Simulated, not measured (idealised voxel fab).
Proc. module: voxel spacer lines
It is cross-section cut that appears here, measuring 300 nm in width, its square cells being 5 nm in size.
Just so we're on the same page, the cross-sections are grids of square cells, and they're listed out in bands top to bottom, each band one or more rows deep.
Look at the band entry: it leads with the top's height and the bottom's height in nm. Then it lists the materials left to right, with a width in nm for each. The word "throughout" on a single material says that material fills the band edge to edge. The word "air" is empty space.
Height datum 0, below which the as-received substrate wafer is one material. Lowest band open at the bottom, running downward: "z 0 and below".
Width spec "30 to 40" -> top row of cells at first value, bottom row at second value, equal per-row change in between.
Reading "no alterations made" for a step: not a cell of the cross-section changed in it.
Look at "Closed void list" for the closed voids: empty spaces with no open path to the top, sized 8 cells or up. Each is width x height at distance, distance from the left edge, all nm.
That trailing text on a step's line, after the settings, is the simulator's own remark on the step.
overlay nm, on a step with a mask: how far to the right of its planned place the mask lay; to the left if negative

Steps planned for the process:
1) op RECEIVE | material Si
2) op CONFORMAL_DEP | material SiO2 | thk nm 5
3) op DIRECTIONAL_DEP | material W | thk nm 10
4) op DIRECTIONAL_DEP | material polySi | thk nm 30
5) op PATTERN | tone cover | mask id MANDREL | material resist | width nm 20 | pitch nm 70 | thk nm 35 | overlay nm -15
6) op DIRECTIONAL_ETCH | etch materials polySi | depth nm 30
7) op STRIP | etch materials resist
8) op CONFORMAL_DEP | material SiN | thk nm 15
9) op DIRECTIONAL_ETCH | etch materials SiN | depth nm 15
10) op STRIP | etch materials polySi
11) op DIRECTIONAL_ETCH | etch materials W | depth nm 10
12) op STRIP | etch materials SiN
13) op FILL_DEP | material SiO2 | thk nm 5
14) op CMP | height nm 15
The wafers are alike at the start. At step 5, their overlay nm differs. The plan lists the first wafer's value.

First of several wafers (as received, post step 1), cross-sectional view:
- z 0 and below | Si throughout
- Closed void list: none

Quick look at the cross-section of the first of several wafers after step 14, which wraps up the module:
- z 15 to 5 | SiO2: 40 / W: 15 / SiO2: 20 / W: 15 / SiO2: 20 / W: 15 / SiO2: 20 / W: 15 / SiO2: 20 / W: 15 / SiO2: 20 / W: 15 / SiO2: 70
- z 5 to 0 | SiO2 throughout
- z 0 and below | Si throughout
- Closed void list: none

Final wafer cross-section at module end:
- z 15 to 5 | SiO2: 70 / W: 15 / SiO2: 20 / W: 15 / SiO2: 20 / W: 15 / SiO2: 20 / W: 15 / SiO2: 20 / W: 15 / SiO2: 20 / W: 15 / SiO2: 40
- z 5 to 0 | SiO2 throughout
- z 0 and below | Si throughout
- Closed void list: none

Tabulated below, wafer by wafer, are the end-of-module results: for each material, the number of cells gained (+) or lost (-) relative to the as-received state, followed by the closed voids:
overlay nm -15, +144 SiO2, +36 W, Closed void list: none
overlay nm -10, +144 SiO2, +36 W, Closed void list: none
overlay nm -5, +144 SiO2, +36 W, Closed void list: none
overlay nm 0, +144 SiO2, +36 W, Closed void list: none
overlay nm 5, +144 SiO2, +36 W, Closed void list: none
overlay nm 10, +144 SiO2, +36 W, Closed void list: none
overlay nm 15, +144 SiO2, +36 W, Closed void list: none
